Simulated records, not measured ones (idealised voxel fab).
Documented hereafter: the process module known as voxel air gaps.
It is cross-section cut that appears here, measuring 295 nm in width, its square cells being 5 nm in size.
Reading order for cross-sections: top band down to bottom band. Underlying form: a grid of square cells. Band size: one or more rows of cells. Quick guide to a band line: top height, bottom height (nm) up front; then every material left to right with its width in nm. Only one material and it's marked "all across"? Then it fills the band edge to edge. And "air" just means empty space. Heights are reckoned from 0. Under this level, the received wafer is all of one material. The bottommost band is open-ended downward, for example "z 0 and below". It should be noted that a width expressed as "30 to 40" varies in equal increments from row to row of cells within the band, taking the value of the first number at the top row and that of the second number at the bottom row. The designation "no modification", where it is given for a processing step, indicates that no cell of the cross-section was altered in the course of that step. In "Trapped voids" the enclosed voids are listed, meaning empty spaces of 8 cells or larger without any opening to the top. The form is width x height at distance, distance from the left edge, units nm. Note: text after step settings on the step line = simulator remark on that step. overlay nm: for a step with a mask, the amount by which the mask lay right of where it was planned; a negative amount means left of it.

# The process steps that were planned are listed below
1. RECEIVE, material Si
2. CONFORMAL_DEP, material SiO2, thk nm 15
3. CONFORMAL_DEP, material SiCN, thk nm 5
4. DIRECTIONAL_DEP, material SiO2, thk nm 40
5. DIRECTIONAL_DEP, material aC, thk nm 10
6. PATTERN, tone open, mask id LINES, material resist, width nm 15, pitch nm 45, thk nm 30, overlay nm 0
7. DIRECTIONAL_ETCH, etch materials aC, depth nm 10
8. STRIP, etch materials resist
9. DIRECTIONAL_ETCH, etch materials SiO2, depth nm 40
10. STRIP, etch materials aC
11. CONFORMAL_DEP, material TiN, thk nm 5
12. FILL_DEP, material W, thk nm 5
13. CMP, height nm 60
14. EPI, material Ru, thk nm 10
15. SELECTIVE_ETCH, etch materials SiO2, depth nm 50
16. CONFORMAL_DEP, material SiCN, thk nm 5

# Cross-section, incoming material, after step 1
* z 0 and below | Si all across
* Trapped voids: none

# What the wafer looks like in cross-section after this module, when it starts as shown above and follows the plan above but one mistake is made in running it
* z 75 to 70 | 80 of air  135 of SiCN  80 of air
* z 70 to 60 | 80 of air  5 of SiCN  35 of Ru  10 of SiCN  35 of Ru  10 of SiCN  35 of Ru  5 of SiCN  80 of air
* z 60 to 25 | 80 of air  5 of SiCN  10 of Ru  5 of TiN  5 of W  5 of TiN  10 of Ru  10 of SiCN  10 of Ru  5 of TiN  5 of W  5 of TiN  10 of Ru  10 of SiCN  10 of Ru  5 of TiN  5 of W  5 of TiN  10 of Ru  5 of SiCN  80 of air
* z 25 to 20 | 85 of SiCN  10 of Ru  15 of TiN  10 of Ru  10 of SiCN  10 of Ru  15 of TiN  10 of Ru  10 of SiCN  10 of Ru  15 of TiN  10 of Ru  85 of SiCN
* z 20 to 15 | SiCN all across
* z 15 to 0 | SiO2 all across
* z 0 and below | Si all across
* Trapped voids: none
Error vs. plan: deviation from plan: step 15 and step 14 executed in one another's positions
